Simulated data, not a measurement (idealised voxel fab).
This is a process module. Its name is voxel transistor to metal.
Section shown: cut. Width: 200 nm. Cell size: 5 nm, square.
A cross-section is written here as square cells arranged in a grid, and it is given in bands from the top down, each band taking up one or more rows of cells. For a band, the entry starts with two heights in nm, that of the top and then that of the bottom, and carries on with the band's materials in order from left to right, each alongside its width in nm; the word "all across" beside a single material means it fills the band edge to edge, and "air" means empty space. Height is counted from the level 0, under which the received wafer is composed throughout of one material. The lowest of the bands is not closed at the bottom but continues downward, in the notation "0 and below". Graded width ("30 to 40"): value in top row of band = first number; value in bottom row = second number; row-to-row change constant. When a step is marked "remained unchanged", none of the cells in the cross-section changed during that step. "Closed void catalog" - sealed voids, min. 8 cells, no opening to top; format: width x height at distance (distance from left edge; nm throughout). It should be noted that, on the line of a given step, the content following the step's settings is a remark produced by the simulator itself with respect to that step. The optional step-line setting "overlay nm" applies to steps with a mask and quantifies how far to the right of its planned location the mask lay, a negative value indicating leftward placement.
### The following list gives the planned process steps
| 1 | RECEIVE (material Si) |
| 2 | CONFORMAL_DEP (material SiO2; thk nm 5) |
| 3 | CONFORMAL_DEP (material SiN; thk nm 15) |
| 4 | MASKED_ETCH (tone cover; mask id ACTIVE; width nm 95; etch materials SiN; depth nm 15; overlay nm 0) |
| 5 | MASKED_ETCH (tone cover; mask id ACTIVE; width nm 95; etch materials SiO2; depth nm 5; overlay nm 0) |
| 6 | MASKED_ETCH (tone cover; mask id ACTIVE; width nm 95; etch materials Si; depth nm 30; overlay nm 0) |
| 7 | OXIDIZE (depth nm 5) |
| 8 | FILL_DEP (material SiO2; thk nm 10) |
| 9 | CMP (height nm 20) |
| 10 | SELECTIVE_ETCH (etch materials SiO2; depth nm 10) |
| 11 | STRIP (etch materials SiN) |
| 12 | SELECTIVE_ETCH (etch materials SiO2; depth nm 5) |
| 13 | OXIDIZE (depth nm 5) |
| 14 | DIRECTIONAL_DEP (material polySi; thk nm 30) |
| 15 | DIRECTIONAL_DEP (material SiCN; thk nm 15) |
| 16 | PATTERN (tone cover; mask id GATE; material resist; width nm 15; thk nm 20; overlay nm 0) |
| 17 | DIRECTIONAL_ETCH (etch materials SiCN; depth nm 25) |
| 18 | DIRECTIONAL_ETCH (etch materials polySi; depth nm 40) |
| 19 | STRIP (etch materials resist) |
| 20 | CONFORMAL_DEP (material SiO2; thk nm 5) |
| 21 | DIRECTIONAL_ETCH (etch materials SiO2; depth nm 5) |
| 22 | CONFORMAL_DEP (material SiN; thk nm 5) |
| 23 | DIRECTIONAL_ETCH (etch materials SiN; depth nm 5) |
| 24 | DIRECTIONAL_ETCH (etch materials SiO2; depth nm 5) |
| 25 | DIRECTIONAL_ETCH (etch materials Si; depth nm 15) |
| 26 | EPI (material pSi; thk nm 20) |
| 27 | FILL_DEP (material SiO2; thk nm 5) |
| 28 | CMP (height nm 45) |
| 29 | DIRECTIONAL_DEP (material SiO2; thk nm 10) |
| 30 | PATTERN (tone open; mask id CONTACT; material resist; width nm 20; pitch nm 65; thk nm 20; overlay nm 0) |
| 31 | DIRECTIONAL_ETCH (etch materials SiO2; depth nm 55) |
| 32 | STRIP (etch materials resist) |
| 33 | CONFORMAL_DEP (material TiN; thk nm 5) |
| 34 | FILL_DEP (material Ru; thk nm 5) |
| 35 | CMP (height nm 55) |
| 36 | DIRECTIONAL_DEP (material TiN; thk nm 5) |
| 37 | DIRECTIONAL_DEP (material W; thk nm 25) |
| 38 | MASKED_ETCH (tone cover; mask id METAL_1; width nm 20; pitch nm 65; etch materials W; depth nm 25; overlay nm 0) |
| 39 | MASKED_ETCH (tone cover; mask id METAL_1; width nm 20; pitch nm 65; etch materials TiN; depth nm 5; overlay nm 0) |
| 40 | CONFORMAL_DEP (material SiCN; thk nm 5) |
| 41 | FILL_DEP (material lowk; thk nm 5) |
| 42 | CMP (height nm 85) |
| 43 | CONFORMAL_DEP (material SiCN; thk nm 5) |
| 44 | DIRECTIONAL_DEP (material SiO2; thk nm 35) |
| 45 | MASKED_ETCH (tone open; mask id METAL_2; width nm 20; pitch nm 65; etch materials SiO2; depth nm 20; overlay nm 0) |
| 46 | MASKED_ETCH (tone open; mask id METAL_2_HOLES; width nm 15; pitch nm 65; etch materials SiO2; depth nm 15; overlay nm 0) |
| 47 | MASKED_ETCH (tone open; mask id METAL_2_HOLES; width nm 15; pitch nm 65; etch materials SiCN; depth nm 5; overlay nm 0) |
| 48 | CONFORMAL_DEP (material TiN; thk nm 5) |
| 49 | FILL_DEP (material Cu; thk nm 5) |
| 50 | CMP (height nm 125) |
| 51 | CONFORMAL_DEP (material SiN; thk nm 5) |
### First wafer, two in total, run as planned
### As-received state of the wafer in cross-section, equivalent to post-step 1
    0 and below = Si all across
    Closed void catalog: none
### Step 2 complete: cross-section through the wafer
    5 down to 0 = SiO2 all across
    Whatever lies below 0 is exactly as it was before.
### Step 3 complete: cross-section through the wafer
    20 down to 5 = SiN all across
    Whatever lies below 5 is exactly as it was before.
### Step 4 complete: cross-section through the wafer
    20 down to 5 = air 50  SiN 95  air 55
    Whatever lies below 5 is exactly as it was before.
### Step 5 complete: cross-section through the wafer
    20 down to 5 = air 50  SiN 95  air 55
    5 down to 0 = air 50  SiO2 95  air 55
    Whatever lies below 0 is exactly as it was before.
### Step 6 complete: cross-section through the wafer
    20 down to 5 = air 50  SiN 95  air 55
    5 down to 0 = air 50  SiO2 95  air 55
    0 down to -30 = air 50  Si 95  air 55
    Whatever lies below -30 is exactly as it was before.
### Step 7 complete: cross-section through the wafer
    20 down to 5 = air 50  SiN 95  air 55
    5 down to 0 = air 50  SiO2 95  air 55
    0 down to -30 = air 50  SiO2 5  Si 85  SiO2 5  air 55
    -30 down to -35 = SiO2 55  Si 85  SiO2 60
    Whatever lies below -35 is exactly as it was before.
### Step 8 complete: cross-section through the wafer
    30 down to 20 = SiO2 all across
    20 down to 5 = SiO2 50  SiN 95  SiO2 55
    5 down to 0 = SiO2 all across
    0 down to -35 = SiO2 55  Si 85  SiO2 60
    Whatever lies below -35 is exactly as it was before.
### Step 9 complete: cross-section through the wafer
    20 down to 5 = SiO2 50  SiN 95  SiO2 55
    Whatever lies below 5 is exactly as it was before.
### Step 10 complete: cross-section through the wafer
    20 down to 10 = air 50  SiN 95  air 55
    Whatever lies below 10 is exactly as it was before.
### Step 11 complete: cross-section through the wafer
    10 down to 5 = SiO2 50  air 95  SiO2 55
    Whatever lies below 5 is exactly as it was before.
### Step 12 complete: cross-section through the wafer
    5 down to 0 = SiO2 45  air 105  SiO2 50
    Whatever lies below 0 is exactly as it was before.
### Step 13 complete: cross-section through the wafer
    5 down to 0 = SiO2 45  air 105  SiO2 50
    0 down to -5 = SiO2 all across
    Whatever lies below -5 is exactly as it was before.
### Step 14 complete: cross-section through the wafer
    35 down to 30 = polySi 45  air 105  polySi 50
    30 down to 5 = polySi all across
    5 down to 0 = SiO2 45  polySi 105  SiO2 50
    Whatever lies below 0 is exactly as it was before.
### Step 15 complete: cross-section through the wafer
    50 down to 45 = SiCN 45  air 105  SiCN 50
    45 down to 35 = SiCN all across
    35 down to 30 = polySi 45  SiCN 105  polySi 50
    Whatever lies below 30 is exactly as it was before.
### Step 16 complete: cross-section through the wafer
    70 down to 50 = air 90  resist 15  air 95
    50 down to 45 = SiCN 45  air 45  resist 15  air 45  SiCN 50
    Whatever lies below 45 is exactly as it was before.
### Step 17 complete: cross-section through the wafer
    70 down to 45 = air 90  resist 15  air 95
    45 down to 35 = air 90  SiCN 15  air 95
    35 down to 30 = polySi 45  air 45  SiCN 15  air 45  polySi 50
    Whatever lies below 30 is exactly as it was before.
### Step 18 complete: cross-section through the wafer
    70 down to 45 = air 90  resist 15  air 95
    45 down to 30 = air 90  SiCN 15  air 95
    30 down to 5 = air 90  polySi 15  air 95
    5 down to 0 = SiO2 45  air 45  polySi 15  air 45  SiO2 50
    Whatever lies below 0 is exactly as it was before.
### Step 19 complete: cross-section through the wafer
    45 down to 30 = air 90  SiCN 15  air 95
    Whatever lies below 30 is exactly as it was before.
### Step 20 complete: cross-section through the wafer
    50 down to 45 = air 85  SiO2 25  air 90
    45 down to 30 = air 85  SiO2 5  SiCN 15  SiO2 5  air 90
    30 down to 10 = air 85  SiO2 5  polySi 15  SiO2 5  air 90
    10 down to 5 = SiO2 50  air 35  SiO2 5  polySi 15  SiO2 5  air 35  SiO2 55
    5 down to 0 = SiO2 90  polySi 15  SiO2 95
    Whatever lies below 0 is exactly as it was before.
### Step 21 complete: cross-section through the wafer
    45 down to 30 = air 85  SiO2 5  SiCN 15  SiO2 5  air 90
    30 down to 5 = air 85  SiO2 5  polySi 15  SiO2 5  air 90
    5 down to 0 = SiO2 50  air 35  SiO2 5  polySi 15  SiO2 5  air 35  SiO2 55
    Whatever lies below 0 is exactly as it was before.
### Step 22 complete: cross-section through the wafer
    50 down to 45 = air 80  SiN 35  air 85
    45 down to 30 = air 80  SiN 5  SiO2 5  SiCN 15  SiO2 5  SiN 5  air 85
    30 down to 10 = air 80  SiN 5  SiO2 5  polySi 15  SiO2 5  SiN 5  air 85
    10 down to 5 = SiN 55  air 25  SiN 5  SiO2 5  polySi 15  SiO2 5  SiN 5  air 25  SiN 60
    5 down to 0 = SiO2 50  SiN 35  SiO2 5  polySi 15  SiO2 5  SiN 35  SiO2 55
    Whatever lies below 0 is exactly as it was before.
### Step 23 complete: cross-section through the wafer
    45 down to 30 = air 80  SiN 5  SiO2 5  SiCN 15  SiO2 5  SiN 5  air 85
    30 down to 5 = air 80  SiN 5  SiO2 5  polySi 15  SiO2 5  SiN 5  air 85
    5 down to 0 = SiO2 50  SiN 5  air 25  SiN 5  SiO2 5  polySi 15  SiO2 5  SiN 5  air 25  SiN 5  SiO2 55
    Whatever lies below 0 is exactly as it was before.
### Step 24 complete: cross-section through the wafer
    45 down to 40 = air 80  SiN 5  air 5  SiCN 15  air 5  SiN 5  air 85
    40 down to 30 = air 80  SiN 5  SiO2 5  SiCN 15  SiO2 5  SiN 5  air 85
    30 down to 5 = air 80  SiN 5  SiO2 5  polySi 15  SiO2 5  SiN 5  air 85
    5 down to 0 = air 50  SiN 5  air 25  SiN 5  SiO2 5  polySi 15  SiO2 5  SiN 5  air 25  SiN 5  air 55
    0 down to -5 = SiO2 55  air 25  SiO2 35  air 25  SiO2 60
    Whatever lies below -5 is exactly as it was before.
### Step 25 complete: cross-section through the wafer
    45 down to 40 = air 80  SiN 5  air 5  SiCN 15  air 5  SiN 5  air 85
    40 down to 30 = air 80  SiN 5  SiO2 5  SiCN 15  SiO2 5  SiN 5  air 85
    30 down to 5 = air 80  SiN 5  SiO2 5  polySi 15  SiO2 5  SiN 5  air 85
    5 down to 0 = air 50  SiN 5  air 25  SiN 5  SiO2 5  polySi 15  SiO2 5  SiN 5  air 25  SiN 5  air 55
    0 down to -5 = SiO2 55  air 25  SiO2 35  air 25  SiO2 60
    -5 down to -20 = SiO2 55  air 25  Si 35  air 25  SiO2 60
    Whatever lies below -20 is exactly as it was before.
### Step 26 complete: cross-section through the wafer
    45 down to 40 = air 80  SiN 5  air 5  SiCN 15  air 5  SiN 5  air 85
    40 down to 30 = air 80  SiN 5  SiO2 5  SiCN 15  SiO2 5  SiN 5  air 85
    30 down to 15 = air 80  SiN 5  SiO2 5  polySi 15  SiO2 5  SiN 5  air 85
    15 down to 5 = air 60  pSi 20  SiN 5  SiO2 5  polySi 15  SiO2 5  SiN 5  pSi 20  air 65
    5 down to 0 = air 50  SiN 5  air 5  pSi 20  SiN 5  SiO2 5  polySi 15  SiO2 5  SiN 5  pSi 20  air 5  SiN 5  air 55
    0 down to -5 = SiO2 55  pSi 25  SiO2 35  pSi 25  SiO2 60
    -5 down to -20 = SiO2 55  pSi 25  Si 35  pSi 25  SiO2 60
    Whatever lies below -20 is exactly as it was before.
### Step 27 complete: cross-section through the wafer
    50 down to 45 = SiO2 all across
    45 down to 30 = SiO2 80  SiN 5  SiO2 5  SiCN 15  SiO2 5  SiN 5  SiO2 85
    30 down to 15 = SiO2 80  SiN 5  SiO2 5  polySi 15  SiO2 5  SiN 5  SiO2 85
    15 down to 5 = SiO2 60  pSi 20  SiN 5  SiO2 5  polySi 15  SiO2 5  SiN 5  pSi 20  SiO2 65
    5 down to 0 = SiO2 50  SiN 5  SiO2 5  pSi 20  SiN 5  SiO2 5  polySi 15  SiO2 5  SiN 5  pSi 20  SiO2 5  SiN 5  SiO2 55
    Whatever lies below 0 is exactly as it was before.
### Step 28 complete: cross-section through the wafer
    45 down to 30 = SiO2 80  SiN 5  SiO2 5  SiCN 15  SiO2 5  SiN 5  SiO2 85
    Whatever lies below 30 is exactly as it was before.
### Step 29 complete: cross-section through the wafer
    55 down to 45 = SiO2 all across
    Whatever lies below 45 is exactly as it was before.
### Step 30 complete: cross-section through the wafer
    75 down to 55 = resist 55  air 20  resist 45  air 20  resist 60
    Whatever lies below 55 is exactly as it was before.
### Step 31 complete: cross-section through the wafer
    75 down to 55 = resist 55  air 20  resist 45  air 20  resist 60
    55 down to 45 = SiO2 55  air 20  SiO2 45  air 20  SiO2 60
    45 down to 30 = SiO2 55  air 20  SiO2 5  SiN 5  SiO2 5  SiCN 15  SiO2 5  SiN 5  SiO2 5  air 20  SiO2 60
    30 down to 15 = SiO2 55  air 20  SiO2 5  SiN 5  SiO2 5  polySi 15  SiO2 5  SiN 5  SiO2 5  air 20  SiO2 60
    15 down to 5 = SiO2 55  air 5  pSi 20  SiN 5  SiO2 5  polySi 15  SiO2 5  SiN 5  pSi 20  air 5  SiO2 60
    5 down to 0 = SiO2 50  SiN 5  air 5  pSi 20  SiN 5  SiO2 5  polySi 15  SiO2 5  SiN 5  pSi 20  air 5  SiN 5  SiO2 55
    Whatever lies below 0 is exactly as it was before.
### Step 32 complete: cross-section through the wafer
    55 down to 45 = SiO2 55  air 20  SiO2 45  air 20  SiO2 60
    Whatever lies below 45 is exactly as it was before.
### Step 33 complete: cross-section through the wafer
    60 down to 55 = TiN 60  air 10  TiN 55  air 10  TiN 65
    55 down to 45 = SiO2 55  TiN 5  air 10  TiN 5  SiO2 45  TiN 5  air 10  TiN 5  SiO2 60
    45 down to 30 = SiO2 55  TiN 5  air 10  TiN 5  SiO2 5  SiN 5  SiO2 5  SiCN 15  SiO2 5  SiN 5  SiO2 5  TiN 5  air 10  TiN 5  SiO2 60
    30 down to 20 = SiO2 55  TiN 5  air 10  TiN 5  SiO2 5  SiN 5  SiO2 5  polySi 15  SiO2 5  SiN 5  SiO2 5  TiN 5  air 10  TiN 5  SiO2 60
    20 down to 15 = SiO2 55  TiN 20  SiO2 5  SiN 5  SiO2 5  polySi 15  SiO2 5  SiN 5  SiO2 5  TiN 20  SiO2 60
    15 down to 5 = SiO2 55  TiN 5  pSi 20  SiN 5  SiO2 5  polySi 15  SiO2 5  SiN 5  pSi 20  TiN 5  SiO2 60
    5 down to 0 = SiO2 50  SiN 5  TiN 5  pSi 20  SiN 5  SiO2 5  polySi 15  SiO2 5  SiN 5  pSi 20  TiN 5  SiN 5  SiO2 55
    Whatever lies below 0 is exactly as it was before.
### Step 34 complete: cross-section through the wafer
    65 down to 60 = Ru all across
    60 down to 55 = TiN 60  Ru 10  TiN 55  Ru 10  TiN 65
    55 down to 45 = SiO2 55  TiN 5  Ru 10  TiN 5  SiO2 45  TiN 5  Ru 10  TiN 5  SiO2 60
    45 down to 30 = SiO2 55  TiN 5  Ru 10  TiN 5  SiO2 5  SiN 5  SiO2 5  SiCN 15  SiO2 5  SiN 5  SiO2 5  TiN 5  Ru 10  TiN 5  SiO2 60
    30 down to 20 = SiO2 55  TiN 5  Ru 10  TiN 5  SiO2 5  SiN 5  SiO2 5  polySi 15  SiO2 5  SiN 5  SiO2 5  TiN 5  Ru 10  TiN 5  SiO2 60
    Whatever lies below 20 is exactly as it was before.
### Step 35 complete: cross-section through the wafer
    55 down to 45 = SiO2 55  TiN 5  Ru 10  TiN 5  SiO2 45  TiN 5  Ru 10  TiN 5  SiO2 60
    Whatever lies below 45 is exactly as it was before.
### Step 36 complete: cross-section through the wafer
    60 down to 55 = TiN all across
    Whatever lies below 55 is exactly as it was before.
### Step 37 complete: cross-section through the wafer
    85 down to 60 = W all across
    Whatever lies below 60 is exactly as it was before.
### Step 38 complete: cross-section through the wafer
    85 down to 60 = air 55  W 20  air 45  W 20  air 60
    Whatever lies below 60 is exactly as it was before.
### Step 39 complete: cross-section through the wafer
    85 down to 60 = air 55  W 20  air 45  W 20  air 60
    60 down to 55 = air 55  TiN 20  air 45  TiN 20  air 60
    Whatever lies below 55 is exactly as it was before.
### Step 40 complete: cross-section through the wafer
    90 down to 85 = air 50  SiCN 30  air 35  SiCN 30  air 55
    85 down to 60 = air 50  SiCN 5  W 20  SiCN 5  air 35  SiCN 5  W 20  SiCN 5  air 55
    60 down to 55 = SiCN 55  TiN 20  SiCN 45  TiN 20  SiCN 60
    Whatever lies below 55 is exactly as it was before.
### Step 41 complete: cross-section through the wafer
    95 down to 90 = lowk all across
    90 down to 85 = lowk 50  SiCN 30  lowk 35  SiCN 30  lowk 55
    85 down to 60 = lowk 50  SiCN 5  W 20  SiCN 5  lowk 35  SiCN 5  W 20  SiCN 5  lowk 55
    Whatever lies below 60 is exactly as it was before.
### Step 42 complete: cross-section through the wafer
    85 down to 60 = lowk 50  SiCN 5  W 20  SiCN 5  lowk 35  SiCN 5  W 20  SiCN 5  lowk 55
    Whatever lies below 60 is exactly as it was before.
### Step 43 complete: cross-section through the wafer
    90 down to 85 = SiCN all across
    Whatever lies below 85 is exactly as it was before.
### Step 44 complete: cross-section through the wafer
    125 down to 90 = SiO2 all across
    Whatever lies below 90 is exactly as it was before.
### Step 45 complete: cross-section through the wafer
    125 down to 105 = SiO2 55  air 20  SiO2 45  air 20  SiO2 60
    Whatever lies below 105 is exactly as it was before.
### Step 46 complete: cross-section through the wafer
    125 down to 105 = SiO2 55  air 20  SiO2 45  air 20  SiO2 60
    105 down to 90 = SiO2 55  air 15  SiO2 50  air 15  SiO2 65
    Whatever lies below 90 is exactly as it was before.
### Step 47 complete: cross-section through the wafer
    125 down to 105 = SiO2 55  air 20  SiO2 45  air 20  SiO2 60
    105 down to 90 = SiO2 55  air 15  SiO2 50  air 15  SiO2 65
    90 down to 85 = SiCN 55  air 15  SiCN 50  air 15  SiCN 65
    Whatever lies below 85 is exactly as it was before.
### Step 48 complete: cross-section through the wafer
    130 down to 125 = TiN 60  air 10  TiN 55  air 10  TiN 65
    125 down to 110 = SiO2 55  TiN 5  air 10  TiN 5  SiO2 45  TiN 5  air 10  TiN 5  SiO2 60
    110 down to 105 = SiO2 55  TiN 5  air 5  TiN 10  SiO2 45  TiN 5  air 5  TiN 10  SiO2 60
    105 down to 90 = SiO2 55  TiN 5  air 5  TiN 5  SiO2 50  TiN 5  air 5  TiN 5  SiO2 65
    90 down to 85 = SiCN 55  TiN 15  SiCN 50  TiN 15  SiCN 65
    Whatever lies below 85 is exactly as it was before.
### Step 49 complete: cross-section through the wafer
    135 down to 130 = Cu all across
    130 down to 125 = TiN 60  Cu 10  TiN 55  Cu 10  TiN 65
    125 down to 110 = SiO2 55  TiN 5  Cu 10  TiN 5  SiO2 45  TiN 5  Cu 10  TiN 5  SiO2 60
    110 down to 105 = SiO2 55  TiN 5  Cu 5  TiN 10  SiO2 45  TiN 5  Cu 5  TiN 10  SiO2 60
    105 down to 90 = SiO2 55  TiN 5  Cu 5  TiN 5  SiO2 50  TiN 5  Cu 5  TiN 5  SiO2 65
    Whatever lies below 90 is exactly as it was before.
### Step 50 complete: cross-section through the wafer
    125 down to 110 = SiO2 55  TiN 5  Cu 10  TiN 5  SiO2 45  TiN 5  Cu 10  TiN 5  SiO2 60
    Whatever lies below 110 is exactly as it was before.
### Step 51 complete: cross-section through the wafer
    130 down to 125 = SiN all across
    Whatever lies below 125 is exactly as it was before.
### Wafer two of the pair: same origin, same plan, one error during the run; identical to wafer one up to and including step 29
### X-section, second wafer, when step 30 was due to finish
    75 down to 55 = resist 50  air 30  resist 35  air 30  resist 55
    Whatever lies below 55 is exactly as it was before.
### X-section, second wafer, when step 31 was due to finish
    75 down to 55 = resist 50  air 30  resist 35  air 30  resist 55
    55 down to 45 = SiO2 50  air 30  SiO2 35  air 30  SiO2 55
    45 down to 30 = SiO2 50  air 30  SiN 5  SiO2 5  SiCN 15  SiO2 5  SiN 5  air 30  SiO2 55
    30 down to 15 = SiO2 50  air 30  SiN 5  SiO2 5  polySi 15  SiO2 5  SiN 5  air 30  SiO2 55
    15 down to 5 = SiO2 50  air 10  pSi 20  SiN 5  SiO2 5  polySi 15  SiO2 5  SiN 5  pSi 20  air 10  SiO2 55
    5 down to 0 = SiO2 50  SiN 5  air 5  pSi 20  SiN 5  SiO2 5  polySi 15  SiO2 5  SiN 5  pSi 20  air 5  SiN 5  SiO2 55
    Whatever lies below 0 is exactly as it was before.
### X-section, second wafer, when step 32 was due to finish
    55 down to 45 = SiO2 50  air 30  SiO2 35  air 30  SiO2 55
    Whatever lies below 45 is exactly as it was before.
### X-section, second wafer, when step 33 was due to finish
    60 down to 55 = TiN 55  air 20  TiN 45  air 20  TiN 60
    55 down to 45 = SiO2 50  TiN 5  air 20  TiN 5  SiO2 35  TiN 5  air 20  TiN 5  SiO2 55
    45 down to 30 = SiO2 50  TiN 5  air 20  TiN 5  SiN 5  SiO2 5  SiCN 15  SiO2 5  SiN 5  TiN 5  air 20  TiN 5  SiO2 55
    30 down to 20 = SiO2 50  TiN 5  air 20  TiN 5  SiN 5  SiO2 5  polySi 15  SiO2 5  SiN 5  TiN 5  air 20  TiN 5  SiO2 55
    20 down to 15 = SiO2 50  TiN 30  SiN 5  SiO2 5  polySi 15  SiO2 5  SiN 5  TiN 30  SiO2 55
    15 down to 5 = SiO2 50  TiN 10  pSi 20  SiN 5  SiO2 5  polySi 15  SiO2 5  SiN 5  pSi 20  TiN 10  SiO2 55
    5 down to 0 = SiO2 50  SiN 5  TiN 5  pSi 20  SiN 5  SiO2 5  polySi 15  SiO2 5  SiN 5  pSi 20  TiN 5  SiN 5  SiO2 55
    Whatever lies below 0 is exactly as it was before.
### X-section, second wafer, when step 34 was due to finish
    65 down to 60 = Ru all across
    60 down to 55 = TiN 55  Ru 20  TiN 45  Ru 20  TiN 60
    55 down to 45 = SiO2 50  TiN 5  Ru 20  TiN 5  SiO2 35  TiN 5  Ru 20  TiN 5  SiO2 55
    45 down to 30 = SiO2 50  TiN 5  Ru 20  TiN 5  SiN 5  SiO2 5  SiCN 15  SiO2 5  SiN 5  TiN 5  Ru 20  TiN 5  SiO2 55
    30 down to 20 = SiO2 50  TiN 5  Ru 20  TiN 5  SiN 5  SiO2 5  polySi 15  SiO2 5  SiN 5  TiN 5  Ru 20  TiN 5  SiO2 55
    Whatever lies below 20 is exactly as it was before.
### X-section, second wafer, when step 35 was due to finish
    55 down to 45 = SiO2 50  TiN 5  Ru 20  TiN 5  SiO2 35  TiN 5  Ru 20  TiN 5  SiO2 55
    Whatever lies below 45 is exactly as it was before.
### X-section, second wafer, when step 36 was due to finish
    60 down to 55 = TiN all across
    Whatever lies below 55 is exactly as it was before.
### X-section, second wafer, when step 37 was due to finish
    85 down to 60 = W all across
    Whatever lies below 60 is exactly as it was before.
### X-section, second wafer, when step 38 was due to finish
    85 down to 60 = air 55  W 20  air 45  W 20  air 60
    Whatever lies below 60 is exactly as it was before.
### X-section, second wafer, when step 39 was due to finish
    85 down to 60 = air 55  W 20  air 45  W 20  air 60
    60 down to 55 = air 55  TiN 20  air 45  TiN 20  air 60
    Whatever lies below 55 is exactly as it was before.
### X-section, second wafer, when step 40 was due to finish
    90 down to 85 = air 50  SiCN 30  air 35  SiCN 30  air 55
    85 down to 60 = air 50  SiCN 5  W 20  SiCN 5  air 35  SiCN 5  W 20  SiCN 5  air 55
    60 down to 55 = SiCN 55  TiN 20  SiCN 45  TiN 20  SiCN 60
    Whatever lies below 55 is exactly as it was before.
### X-section, second wafer, when step 41 was due to finish
    95 down to 90 = lowk all across
    90 down to 85 = lowk 50  SiCN 30  lowk 35  SiCN 30  lowk 55
    85 down to 60 = lowk 50  SiCN 5  W 20  SiCN 5  lowk 35  SiCN 5  W 20  SiCN 5  lowk 55
    Whatever lies below 60 is exactly as it was before.
### X-section, second wafer, when step 42 was due to finish
    85 down to 60 = lowk 50  SiCN 5  W 20  SiCN 5  lowk 35  SiCN 5  W 20  SiCN 5  lowk 55
    Whatever lies below 60 is exactly as it was before.
### X-section, second wafer, when step 43 was due to finish
    90 down to 85 = SiCN all across
    Whatever lies below 85 is exactly as it was before.
### X-section, second wafer, when step 44 was due to finish
    125 down to 90 = SiO2 all across
    Whatever lies below 90 is exactly as it was before.
### X-section, second wafer, when step 45 was due to finish
    125 down to 105 = SiO2 55  air 20  SiO2 45  air 20  SiO2 60
    Whatever lies below 105 is exactly as it was before.
### X-section, second wafer, when step 46 was due to finish
    125 down to 105 = SiO2 55  air 20  SiO2 45  air 20  SiO2 60
    105 down to 90 = SiO2 55  air 15  SiO2 50  air 15  SiO2 65
    Whatever lies below 90 is exactly as it was before.
### X-section, second wafer, when step 47 was due to finish
    125 down to 105 = SiO2 55  air 20  SiO2 45  air 20  SiO2 60
    105 down to 90 = SiO2 55  air 15  SiO2 50  air 15  SiO2 65
    90 down to 85 = SiCN 55  air 15  SiCN 50  air 15  SiCN 65
    Whatever lies below 85 is exactly as it was before.
### X-section, second wafer, when step 48 was due to finish
    130 down to 125 = TiN 60  air 10  TiN 55  air 10  TiN 65
    125 down to 110 = SiO2 55  TiN 5  air 10  TiN 5  SiO2 45  TiN 5  air 10  TiN 5  SiO2 60
    110 down to 105 = SiO2 55  TiN 5  air 5  TiN 10  SiO2 45  TiN 5  air 5  TiN 10  SiO2 60
    105 down to 90 = SiO2 55  TiN 5  air 5  TiN 5  SiO2 50  TiN 5  air 5  TiN 5  SiO2 65
    90 down to 85 = SiCN 55  TiN 15  SiCN 50  TiN 15  SiCN 65
    Whatever lies below 85 is exactly as it was before.
### X-section, second wafer, when step 49 was due to finish
    135 down to 130 = Cu all across
    130 down to 125 = TiN 60  Cu 10  TiN 55  Cu 10  TiN 65
    125 down to 110 = SiO2 55  TiN 5  Cu 10  TiN 5  SiO2 45  TiN 5  Cu 10  TiN 5  SiO2 60
    110 down to 105 = SiO2 55  TiN 5  Cu 5  TiN 10  SiO2 45  TiN 5  Cu 5  TiN 10  SiO2 60
    105 down to 90 = SiO2 55  TiN 5  Cu 5  TiN 5  SiO2 50  TiN 5  Cu 5  TiN 5  SiO2 65
    Whatever lies below 90 is exactly as it was before.
### X-section, second wafer, when step 50 was due to finish
    125 down to 110 = SiO2 55  TiN 5  Cu 10  TiN 5  SiO2 45  TiN 5  Cu 10  TiN 5  SiO2 60
    Whatever lies below 110 is exactly as it was before.
### X-section, second wafer, when step 51 was due to finish
    130 down to 125 = SiN all across
    Whatever lies below 125 is exactly as it was before.
What broke from the plan during processing? step 30 was run on a setting that differed from the plan, and what really ran there is PATTERN (tone open; mask id CONTACT; material resist; width nm 30; pitch nm 65; thk nm 20; overlay nm 0)
The final cell counts differ between the wafers, with the second having more or fewer of some materials than the first: 28 more of Ru; 36 fewer of SiO2; 8 more of TiN
